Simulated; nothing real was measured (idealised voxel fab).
process module | voxel self aligned vias
cross-section cut | 220 nm wide | cells 5 nm
A cross-section is a grid of square cells, given in bands from the top down. A band is one or more rows of cells.
Each band's line starts with the height of the band's top and of its bottom, in nm. Then come its materials from left to right, each with its width in nm. One material with "throughout" fills the band from edge to edge. "air" is empty space.
Height 0 is the level under which the wafer as received is all one material. The lowest band goes on downwards, as in "0 down".
A width such as "30 to 40" changes by the same amount from each row of cells to the next, from the band's top row to its bottom row.
"no change" after a step means that no cell of the cross-section changed.
closed voids: empty space of 8 cells or more with no open way to the top, each as width x height at its distance from the left edge, in nm
after a step's settings: what the simulator itself notes on the step
overlay nm, on a step with a mask: how far to the right of its planned place the mask lay; to the left if negative
plan
1 op RECEIVE | material Si
2 op CONFORMAL_DEP | material SiO2 | thk nm 15
3 op CONFORMAL_DEP | material SiCN | thk nm 5
4 op DIRECTIONAL_DEP | material lowk | thk nm 20
5 op DIRECTIONAL_DEP | material aC | thk nm 10
6 op PATTERN | tone open | mask id LINES | material resist | width nm 25 | pitch nm 55 | thk nm 25 | overlay nm 0
7 op DIRECTIONAL_ETCH | etch materials aC | depth nm 10
8 op STRIP | etch materials resist
9 op DIRECTIONAL_ETCH | etch materials lowk | depth nm 20
10 op STRIP | etch materials aC
11 op CONFORMAL_DEP | material TiN | thk nm 5
12 op FILL_DEP | material W | thk nm 10
13 op CMP | height nm 40
14 op SELECTIVE_ETCH | etch materials W Ru TiN | depth nm 5
15 op FILL_DEP | material SiN | thk nm 10
16 op CMP | height nm 40
17 op DIRECTIONAL_DEP | material lowk | thk nm 20
18 op PATTERN | tone open | mask id VIAS | material resist | width nm 35 | pitch nm 110 | thk nm 15 | overlay nm 0
19 op DIRECTIONAL_ETCH | etch materials lowk | depth nm 20
20 op DIRECTIONAL_ETCH | etch materials SiN | depth nm 5
21 op STRIP | etch materials resist
22 op CONFORMAL_DEP | material TiN | thk nm 5
23 op FILL_DEP | material Cu | thk nm 10
24 op CMP | height nm 60
25 op CONFORMAL_DEP | material SiN | thk nm 5
as received, after step 1
  0 down: Si throughout
  closed voids: none
a wafer at the end: this start, this plan, one mistake
  65 to 60: SiN throughout
  60 to 45: Cu 30 | TiN 5 | lowk 35 | TiN 5 | Cu 65 | TiN 5 | lowk 35 | TiN 5 | Cu 35
  45 to 40: TiN 35 | lowk 35 | TiN 30 | Cu 15 | TiN 30 | lowk 35 | TiN 40
  40 to 35: lowk 40 | SiN 25 | lowk 30 | TiN 25 | lowk 30 | SiN 25 | lowk 45
  35 to 25: lowk 40 | TiN 5 | W 15 | TiN 5 | lowk 30 | TiN 5 | W 15 | TiN 5 | lowk 30 | TiN 5 | W 15 | TiN 5 | lowk 45
  25 to 20: lowk 40 | TiN 25 | lowk 30 | TiN 25 | lowk 30 | TiN 25 | lowk 45
  20 to 15: SiCN throughout
  15 to 0: SiO2 throughout
  0 down: Si throughout
  closed voids: none
what went wrong: step 18 ran as: op PATTERN | tone cover | mask id VIAS | material resist | width nm 35 | pitch nm 110 | thk nm 15 | overlay nm 0
